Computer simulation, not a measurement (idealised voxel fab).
Process module, titled voxel wiring stack
180 nm wide, 5 nm square cells: that's cross-section cut.
Bands, listed from the top down, are how a cross-section gets written in this document; the cross-section itself is a grid of square cells, and a band is one or more rows of them. The entry gives the band's vertical extent as a top height and a bottom height in nm, then its horizontal make-up as materials from left to right, each with a width in nm. "air" stands for empty space; a single material marked "everywhere" fills the band edge to edge. Beneath 0, the wafer as received is one material, and that level is where height counting begins. The lowest band goes on downward without a bottom; it is written like "0 nm and below". A width such as "30..40" changes by the same amount from each row of cells to the next, from the band's top row to its bottom row. The designation "left unchanged", where it is given for a processing step, indicates that no cell of the cross-section was altered in the course of that step. Each empty space that has no open way to the top and spans at least 8 cells appears under "Enclosed void listing" as width x height at distance, the distance counted from the left edge, all in nm. It should be noted that, on the line of a given step, the content following the step's settings is a remark produced by the simulator itself with respect to that step. When a step includes a mask, the "overlay nm" setting on its line states how far to the right of its planned place that mask lay, and negative values state how far to the left.
INTENDED PROCESS STEPS
- 1: RECEIVE with material Si
- 2: CONFORMAL_DEP with material SiO2, thk nm 15
- 3: CONFORMAL_DEP with material SiN, thk nm 5
- 4: DIRECTIONAL_DEP with material SiO2, thk nm 15
- 5: DIRECTIONAL_DEP with material aC, thk nm 15
- 6: PATTERN with tone open, mask id METAL_1, material resist, width nm 25, pitch nm 40, thk nm 35, overlay nm 0
- 7: DIRECTIONAL_ETCH with etch materials aC, depth nm 15
- 8: STRIP with etch materials resist
- 9: DIRECTIONAL_ETCH with etch materials SiO2, depth nm 15
- 10: DIRECTIONAL_ETCH with etch materials SiN, depth nm 5
- 11: STRIP with etch materials aC
- 12: CONFORMAL_DEP with material TiN, thk nm 5
- 13: FILL_DEP with material Cu, thk nm 5
- 14: CMP with height nm 35
- 15: EPI with material Ru, thk nm 5
- 16: FILL_DEP with material SiCN, thk nm 5
- 17: DIRECTIONAL_DEP with material SiO2, thk nm 10
- 18: PATTERN with tone open, mask id PLUG_1, material resist, width nm 15, pitch nm 40, thk nm 15, overlay nm 0
- 19: DIRECTIONAL_ETCH with etch materials SiO2, depth nm 10
- 20: DIRECTIONAL_ETCH with etch materials SiCN, depth nm 5
- 21: STRIP with etch materials resist
- 22: CONFORMAL_DEP with material TiN, thk nm 5
- 23: FILL_DEP with material Ru, thk nm 10
- 24: CMP with height nm 55
- 25: DIRECTIONAL_DEP with material TiN, thk nm 5
- 26: DIRECTIONAL_DEP with material W, thk nm 15
- 27: PATTERN with tone cover, mask id METAL_2, material resist, width nm 25, pitch nm 40, thk nm 20, overlay nm 0
- 28: DIRECTIONAL_ETCH with etch materials W, depth nm 15
- 29: DIRECTIONAL_ETCH with etch materials TiN, depth nm 5
- 30: STRIP with etch materials resist
- 31: CONFORMAL_DEP with material SiN, thk nm 5
- 32: FILL_DEP with material lowk, thk nm 10
- 33: CMP with height nm 75
- 34: CONFORMAL_DEP with material SiCN, thk nm 5
- 35: DIRECTIONAL_DEP with material SiO2, thk nm 30
- 36: DIRECTIONAL_DEP with material aC, thk nm 10
- 37: PATTERN with tone open, mask id METAL_3_HOLES, material resist, width nm 15, thk nm 30, overlay nm 0
- 38: DIRECTIONAL_ETCH with etch materials aC, depth nm 10
- 39: STRIP with etch materials resist
- 40: DIRECTIONAL_ETCH with etch materials SiO2, depth nm 30
- 41: STRIP with etch materials aC
- 42: DIRECTIONAL_DEP with material aC, thk nm 15
- 43: PATTERN with tone open, mask id METAL_3, material resist, width nm 25, pitch nm 40, thk nm 30, overlay nm 0
- 44: DIRECTIONAL_ETCH with etch materials aC, depth nm 15
- 45: STRIP with etch materials resist
- 46: DIRECTIONAL_ETCH with etch materials SiO2, depth nm 15
- 47: DIRECTIONAL_ETCH with etch materials SiCN, depth nm 5
- 48: STRIP with etch materials aC
- 49: CONFORMAL_DEP with material TiN, thk nm 5
- 50: FILL_DEP with material Cu, thk nm 5
- 51: CMP with height nm 110
- 52: CONFORMAL_DEP with material SiN, thk nm 5
CROSS-SECTION, INCOMING MATERIAL, AFTER STEP 1
- 0 nm and below | Si everywhere
- Enclosed void listing: none
THE MODULE WAS RUN FROM THE START SHOWN ABOVE USING THE PLAN SHOWN ABOVE, BUT ONE MISTAKE WAS MADE DOING IT; THE RESULTING WAFER CROSS-SECTION IS BELOW
- 115 nm to 110 nm | SiN everywhere
- 110 nm to 100 nm | SiO2 55; TiN 5; Cu 15; TiN 5; SiO2 15; TiN 5; Cu 15; TiN 5; SiO2 60
- 100 nm to 95 nm | SiO2 55; TiN 5; Cu 5; TiN 15; SiO2 15; TiN 25; SiO2 60
- 95 nm to 80 nm | SiO2 55; TiN 5; Cu 5; TiN 5; SiO2 110
- 80 nm to 75 nm | SiCN 55; TiN 15; SiCN 110
- 75 nm to 60 nm | lowk 50; SiN 5; W 25; SiN 5; lowk 5; SiN 5; W 25; SiN 5; lowk 55
- 60 nm to 55 nm | SiN 55; TiN 25; SiN 15; TiN 25; SiN 60
- 55 nm to 45 nm | SiO2 55; TiN 5; Ru 5; TiN 5; SiO2 25; TiN 5; Ru 5; TiN 5; SiO2 70
- 45 nm to 40 nm | SiCN 55; TiN 15; SiCN 25; TiN 15; SiCN 70
- 40 nm to 35 nm | SiCN 50; Ru 35; SiCN 5; Ru 35; SiCN 55
- 35 nm to 25 nm | SiO2 55; TiN 5; Cu 15; TiN 5; SiO2 15; TiN 5; Cu 15; TiN 5; SiO2 60
- 25 nm to 20 nm | SiO2 55; TiN 25; SiO2 15; TiN 25; SiO2 60
- 20 nm to 5 nm | SiO2 everywhere
- 5 nm to 0 nm | SiN everywhere
- 0 nm and below | Si everywhere
- Enclosed void listing: none
What broke from the plan during processing? deviation from plan: step 3 and step 2 executed in one another's positions
